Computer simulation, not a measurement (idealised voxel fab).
This is a process module. Its name is voxel released beams.
Shown is cross-section cut, with a width of 205 nm and square cells of size 5 nm.
Cross-section spec: square-cell grid; bands listed top down; each band is one or more rows.
Within each band entry, the heights of the top and of the bottom of the band appear first, in that order and in nm; the materials of the band then follow from left to right, each with its corresponding width in nm. The designation "edge to edge" on a single material indicates that it fills the band from edge to edge; the designation "empty" indicates empty space.
Ref level 0: as-received wafer is one material below here. Bottom band extends down with no lower bound ("0 nm and below").
Width spec "30 to 40" -> top row of cells at first value, bottom row at second value, equal per-row change in between.
Take "left unchanged" at face value: in the step it is given for, the cross-section changed in none of its cells.
Each empty space that has no open way to the top and spans at least 8 cells appears under "Enclosed voids" as width x height at distance, the distance counted from the left edge, all in nm.
Note: text after step settings on the step line = simulator remark on that step.
On any step carrying a mask, the "overlay nm" setting, if present on the step's line, tells how far right of its planned place the mask lay; negative values point to the left.
-- Process steps - plan
1,RECEIVE | material Si
2,CONFORMAL_DEP | material Al2O3 | thk nm 10
3,DIRECTIONAL_DEP | material SiO2 | thk nm 10
4,DIRECTIONAL_DEP | material aC | thk nm 10
5,PATTERN | tone open | mask id ANCHOR | material resist | width nm 25 | thk nm 25 | overlay nm 0
6,DIRECTIONAL_ETCH | etch materials aC | depth nm 10
7,STRIP | etch materials resist
8,DIRECTIONAL_ETCH | etch materials SiO2 | depth nm 10
9,STRIP | etch materials aC
10,CONFORMAL_DEP | material polySi | thk nm 15
11,MASKED_ETCH | tone cover | mask id BEAM | width nm 85 | etch materials polySi | depth nm 15 | overlay nm 0
12,STRIP | etch materials SiO2
The plan's step 5 width nm is the first wafer's value; the wafers differ in this setting and start identical.
-- The first of several wafers in cross-section, exactly as it reached us after step 1
* 0 nm and below: Si edge to edge
* Enclosed voids: none
-- End of the module, past its last step, step 12: how the first of several wafers looks in cross-section
* 35 nm to 20 nm: 55 of empty  85 of polySi  65 of empty
* 20 nm to 10 nm: 65 of empty  25 of polySi  115 of empty
* 10 nm to 0 nm: Al2O3 edge to edge
* 0 nm and below: Si edge to edge
* Enclosed voids: none
-- So this is the cross-section on the last wafer at the end of the module
* 35 nm to 25 nm: 55 of empty  15 of polySi  20 of empty  50 of polySi  65 of empty
* 25 nm to 20 nm: 55 of empty  85 of polySi  65 of empty
* 20 nm to 10 nm: 55 of empty  50 of polySi  100 of empty
* 10 nm to 0 nm: Al2O3 edge to edge
* 0 nm and below: Si edge to edge
* Enclosed voids: none
-- Below is a per-wafer table. In it, each row describes the wafer at the end of the module by giving, for each material, the number of cells gained (+) or lost (-) since the wafer was received, and after that the closed voids of the wafer
width nm 25, +82 Al2O3, +61 polySi, Enclosed voids: none
width nm 30, +82 Al2O3, +63 polySi, Enclosed voids: none
width nm 35, +82 Al2O3, +63 polySi, Enclosed voids: none
width nm 40, +82 Al2O3, +63 polySi, Enclosed voids: none
width nm 45, +82 Al2O3, +63 polySi, Enclosed voids: none
width nm 50, +82 Al2O3, +63 polySi, Enclosed voids: none
